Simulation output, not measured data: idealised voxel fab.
Process module heading - voxel self aligned contacts
Section shown: cut. Width: 250 nm. Cell size: 5 nm, square.
Format of a cross-section: grid, square cells. Given as bands. Order: top down. Band: one or more rows of cells.
Top height, bottom height, nm. Materials left to right, width each, nm. Single material + "everywhere" = fills band edge to edge. "empty" = empty.
Counting heights begins at 0, where everything beneath is, in the wafer as received, one material. The lowest band has no bottom; it goes on downwards, as "0 -> down" shows.
A two-number width, for instance "30 to 40", indicates that the width is equal to the first number in the top row of the band and to the second number in the bottom row, and that it changes by a constant amount per row of cells.
Step marked "stayed the same"? Then no cell in the cross-section changed in it.
For the entry "Closed void roster", the listed items are empty spaces with no open way to the top whose size is 8 cells or more; each item follows the pattern width x height at distance, where distance is from the left edge and all three are in nm.
On each step's line, the part that comes after the settings is the simulator's own comment on the step.
A step line may carry the setting "overlay nm", which, for steps involving a mask, states the distance by which the mask lay to the right of its intended position; negative values denote displacement to the left.
This section lists the process steps that were planned
1 RECEIVE,material Si
2 CONFORMAL_DEP,material SiO2,thk nm 5
3 DIRECTIONAL_DEP,material polySi,thk nm 20
4 DIRECTIONAL_DEP,material SiN,thk nm 20
5 PATTERN,tone cover,mask id GATE,material resist,width nm 25,pitch nm 70,thk nm 20,overlay nm 0
6 DIRECTIONAL_ETCH,etch materials SiN,depth nm 20
7 DIRECTIONAL_ETCH,etch materials polySi,depth nm 20
8 STRIP,etch materials resist
9 CONFORMAL_DEP,material SiN,thk nm 10
10 DIRECTIONAL_ETCH,etch materials SiN,depth nm 10
11 FILL_DEP,material SiO2,thk nm 15
12 CMP,height nm 55
13 PATTERN,tone open,mask id CONTACT,material resist,width nm 55,pitch nm 70,thk nm 15,overlay nm 0
14 DIRECTIONAL_ETCH,etch materials SiO2,depth nm 55
15 STRIP,etch materials resist
16 CONFORMAL_DEP,material TiN,thk nm 5
17 FILL_DEP,material W,thk nm 5
18 CMP,height nm 55
19 CONFORMAL_DEP,material SiN,thk nm 5
Cross-section of the wafer at receipt, which is the condition after step 1
    0 -> down = Si everywhere
    Closed void roster: none
Cross-section taken at module completion on the first of two wafers; processed per the plan
    60 -> 55 = SiN everywhere
    55 -> 45 = SiO2 (60) / TiN (5 to 20) / W (45 to 15) / TiN (5 to 20) / SiO2 (15) / TiN (5 to 20) / W (45 to 15) / TiN (5 to 20) / SiO2 (65)
    45 -> 25 = SiO2 (30) / SiN (45) / TiN (5) / W (15) / TiN (5) / SiN (45) / TiN (5) / W (15) / TiN (5) / SiN (45) / SiO2 (35)
    25 -> 5 = SiO2 (30) / SiN (10) / polySi (25) / SiN (10) / TiN (5) / W (15) / TiN (5) / SiN (10) / polySi (25) / SiN (10) / TiN (5) / W (15) / TiN (5) / SiN (10) / polySi (25) / SiN (10) / SiO2 (35)
    5 -> 0 = SiO2 (75) / TiN (25) / SiO2 (45) / TiN (25) / SiO2 (80)
    0 -> down = Si everywhere
    Closed void roster: none
So this is wafer number two of the two, cut at the end of the module - it started where the first did and had the same plan, we just got one thing wrong running it
    60 -> 55 = SiN everywhere
    55 -> 45 = SiO2 (60) / TiN (5 to 30) / W (45 to 15) / TiN (5 to 10) / SiO2 (15) / TiN (5 to 30) / W (45 to 15) / TiN (5 to 10) / SiO2 (65)
    45 -> 25 = SiO2 (40) / SiN (45) / TiN (5) / W (15) / TiN (5) / SiN (45) / TiN (5) / W (15) / TiN (5) / SiN (45) / SiO2 (25)
    25 -> 5 = SiO2 (40) / SiN (10) / polySi (25) / SiN (10) / TiN (5) / W (15) / TiN (5) / SiN (10) / polySi (25) / SiN (10) / TiN (5) / W (15) / TiN (5) / SiN (10) / polySi (25) / SiN (10) / SiO2 (25)
    5 -> 0 = SiO2 (85) / TiN (25) / SiO2 (45) / TiN (25) / SiO2 (70)
    0 -> down = Si everywhere
    Closed void roster: none
Short version of what went wrong: step 5 ran as: PATTERN,tone cover,mask id GATE,material resist,width nm 25,pitch nm 70,thk nm 20,overlay nm 10
Cell counts per material: same on both final wafers. Positions: different.
